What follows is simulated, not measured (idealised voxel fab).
The process module presented herein is designated voxel transistor to metal.
Displayed cross-section: cut, width of 260 nm, square cells sized 5 nm.
A cross-section is a grid of square cells, given in bands from the top down. A band is one or more rows of cells.
This entry defines a band. It first specifies the height of the band's top and the height of its bottom in nm, and then specifies the band's materials from left to right, stating each material with its width in nm. The word "edge to edge" identifies a single material that fills the band from edge to edge, while the word "blank" identifies empty space.
Heights are reckoned from 0. Under this level, the received wafer is all of one material. The bottommost band is open-ended downward, for example "0..down".
Width: "30->40" (first number = top row, second number = bottom row, same change from row to row of cells).
Reading "no modification" for a step: not a cell of the cross-section changed in it.
Closed cavities: empty space of 8 cells or more with no open way to the top, each as width x height at its distance from the left edge, in nm
Post-settings text on a step line: simulator's own remark regarding the step.
If you see "overlay nm" on a step's line and that step has a mask, it's telling you how far right of where it was planned the mask ended up; a negative number means it went left instead.

# Set out below are the planned steps of the process
1 RECEIVE, material Si
2 OXIDIZE, depth nm 5
3 CONFORMAL_DEP, material SiN, thk nm 10
4 PATTERN, tone cover, mask id ACTIVE, material resist, width nm 105, pitch nm 125, thk nm 15, overlay nm 0
5 DIRECTIONAL_ETCH, etch materials SiN, depth nm 10
6 DIRECTIONAL_ETCH, etch materials SiO2, depth nm 5
7 DIRECTIONAL_ETCH, etch materials Si, depth nm 30
8 STRIP, etch materials resist
9 OXIDIZE, depth nm 5
10 FILL_DEP, material SiO2, thk nm 15
11 CMP, height nm 10
12 SELECTIVE_ETCH, etch materials SiO2, depth nm 5
13 STRIP, etch materials SiN
14 SELECTIVE_ETCH, etch materials SiO2, depth nm 5
15 OXIDIZE, depth nm 5
16 DIRECTIONAL_DEP, material polySi, thk nm 30
17 DIRECTIONAL_DEP, material SiCN, thk nm 10
18 MASKED_ETCH, tone cover, mask id GATE, width nm 15, pitch nm 125, etch materials SiCN, depth nm 20, overlay nm 0
19 MASKED_ETCH, tone cover, mask id GATE, width nm 15, pitch nm 125, etch materials polySi, depth nm 40, overlay nm 0
20 CONFORMAL_DEP, material SiO2, thk nm 5
21 DIRECTIONAL_ETCH, etch materials SiO2, depth nm 5
22 CONFORMAL_DEP, material SiN, thk nm 10
23 DIRECTIONAL_ETCH, etch materials SiN, depth nm 10
24 DIRECTIONAL_ETCH, etch materials SiO2, depth nm 5
25 EPI, material SiGe, thk nm 5
26 FILL_DEP, material SiO2, thk nm 10
27 CMP, height nm 35
28 DIRECTIONAL_DEP, material SiO2, thk nm 15
29 PATTERN, tone open, mask id CONTACT, material resist, width nm 20, thk nm 15, overlay nm 0
30 DIRECTIONAL_ETCH, etch materials SiO2, depth nm 55
31 STRIP, etch materials resist
32 CONFORMAL_DEP, material TiN, thk nm 5
33 FILL_DEP, material Ru, thk nm 5
34 CMP, height nm 50
35 CONFORMAL_DEP, material SiCN, thk nm 5
36 DIRECTIONAL_DEP, material lowk, thk nm 15
37 MASKED_ETCH, tone open, mask id METAL_1, width nm 20, etch materials lowk, depth nm 15, overlay nm 0
38 MASKED_ETCH, tone open, mask id METAL_1, width nm 20, etch materials SiCN, depth nm 5, overlay nm 0
39 CONFORMAL_DEP, material TiN, thk nm 5
40 FILL_DEP, material W, thk nm 10
41 CMP, height nm 70
42 CONFORMAL_DEP, material SiCN, thk nm 5
43 DIRECTIONAL_DEP, material SiO2, thk nm 35
44 DIRECTIONAL_DEP, material aC, thk nm 10
45 PATTERN, tone open, mask id METAL_2_HOLES, material resist, width nm 15, pitch nm 125, thk nm 30, overlay nm 0
46 DIRECTIONAL_ETCH, etch materials aC, depth nm 10
47 STRIP, etch materials resist
48 DIRECTIONAL_ETCH, etch materials SiO2, depth nm 35
49 STRIP, etch materials aC
50 PATTERN, tone open, mask id METAL_2, material resist, width nm 20, pitch nm 125, thk nm 20, overlay nm 0
51 DIRECTIONAL_ETCH, etch materials SiO2, depth nm 20
52 DIRECTIONAL_ETCH, etch materials SiCN, depth nm 5
53 STRIP, etch materials resist
54 CONFORMAL_DEP, material TiN, thk nm 5
55 FILL_DEP, material Cu, thk nm 5
56 CMP, height nm 110
57 CONFORMAL_DEP, material SiN, thk nm 5

# Incoming wafer, cross-sectional view, post step 1
0..down | Si edge to edge
Closed cavities: none

# Final wafer profile in cross-section after the module, from the same start and plan as above, with one mistake made during processing
115..110 | SiN edge to edge
110..105 | 25 nm SiO2, then 5 nm TiN, then 5 nm Cu, then 10 nm TiN, then 105 nm SiO2, then 5 nm TiN, then 5 nm Cu, then 10 nm TiN, then 90 nm SiO2
105..90 | 25 nm SiO2, then 5 nm TiN, then 5 nm Cu, then 5 nm TiN, then 110 nm SiO2, then 5 nm TiN, then 5 nm Cu, then 5 nm TiN, then 95 nm SiO2
90..85 | 25 nm SiCN, then 15 nm TiN, then 110 nm SiCN, then 15 nm TiN, then 95 nm SiCN
85..75 | W edge to edge
75..70 | 30 nm TiN, then 10 nm W, then 55 nm TiN, then 10 nm W, then 50 nm TiN, then 10 nm W, then 55 nm TiN, then 10 nm W, then 30 nm TiN
70..55 | 25 nm lowk, then 5 nm TiN, then 10 nm W, then 5 nm TiN, then 45 nm lowk, then 5 nm TiN, then 10 nm W, then 5 nm TiN, then 40 nm lowk, then 5 nm TiN, then 10 nm W, then 5 nm TiN, then 45 nm lowk, then 5 nm TiN, then 10 nm W, then 5 nm TiN, then 25 nm lowk
55..50 | 25 nm SiCN, then 20 nm TiN, then 45 nm SiCN, then 20 nm TiN, then 40 nm SiCN, then 20 nm TiN, then 45 nm SiCN, then 20 nm TiN, then 25 nm SiCN
50..35 | 25 nm SiO2, then 5 nm TiN, then 10 nm Ru, then 5 nm TiN, then 45 nm SiO2, then 5 nm TiN, then 10 nm Ru, then 5 nm TiN, then 40 nm SiO2, then 5 nm TiN, then 10 nm Ru, then 5 nm TiN, then 45 nm SiO2, then 5 nm TiN, then 10 nm Ru, then 5 nm TiN, then 25 nm SiO2
35..25 | 25 nm SiO2, then 5 nm TiN, then 10 nm Ru, then 5 nm TiN, then 10 nm SiN, then 5 nm SiO2, then 15 nm SiCN, then 5 nm SiO2, then 10 nm SiN, then 5 nm TiN, then 10 nm Ru, then 5 nm TiN, then 40 nm SiO2, then 5 nm TiN, then 10 nm Ru, then 5 nm TiN, then 10 nm SiN, then 5 nm SiO2, then 15 nm SiCN, then 5 nm SiO2, then 10 nm SiN, then 5 nm TiN, then 10 nm Ru, then 5 nm TiN, then 25 nm SiO2
25..0 | 25 nm SiO2, then 5 nm TiN, then 10 nm Ru, then 5 nm TiN, then 10 nm SiN, then 5 nm SiO2, then 15 nm polySi, then 5 nm SiO2, then 10 nm SiN, then 5 nm TiN, then 10 nm Ru, then 5 nm TiN, then 40 nm SiO2, then 5 nm TiN, then 10 nm Ru, then 5 nm TiN, then 10 nm SiN, then 5 nm SiO2, then 15 nm polySi, then 5 nm SiO2, then 10 nm SiN, then 5 nm TiN, then 10 nm Ru, then 5 nm TiN, then 25 nm SiO2
0..-5 | 15 nm SiO2, then 10 nm SiN, then 20 nm TiN, then 10 nm SiN, then 5 nm SiO2, then 15 nm polySi, then 5 nm SiO2, then 10 nm SiN, then 20 nm TiN, then 10 nm SiN, then 20 nm SiO2, then 10 nm SiN, then 20 nm TiN, then 10 nm SiN, then 5 nm SiO2, then 15 nm polySi, then 5 nm SiO2, then 10 nm SiN, then 20 nm TiN, then 10 nm SiN, then 15 nm SiO2
-5..-10 | 25 nm SiO2, then 20 nm SiGe, then 45 nm SiO2, then 20 nm SiGe, then 40 nm SiO2, then 20 nm SiGe, then 45 nm SiO2, then 20 nm SiGe, then 25 nm SiO2
-10..-40 | 20 nm SiO2, then 95 nm Si, then 30 nm SiO2, then 95 nm Si, then 20 nm SiO2
-40..down | Si edge to edge
Closed cavities: none
What was done differently from what was planned? step 41 of the plan did not run at all; it was left out
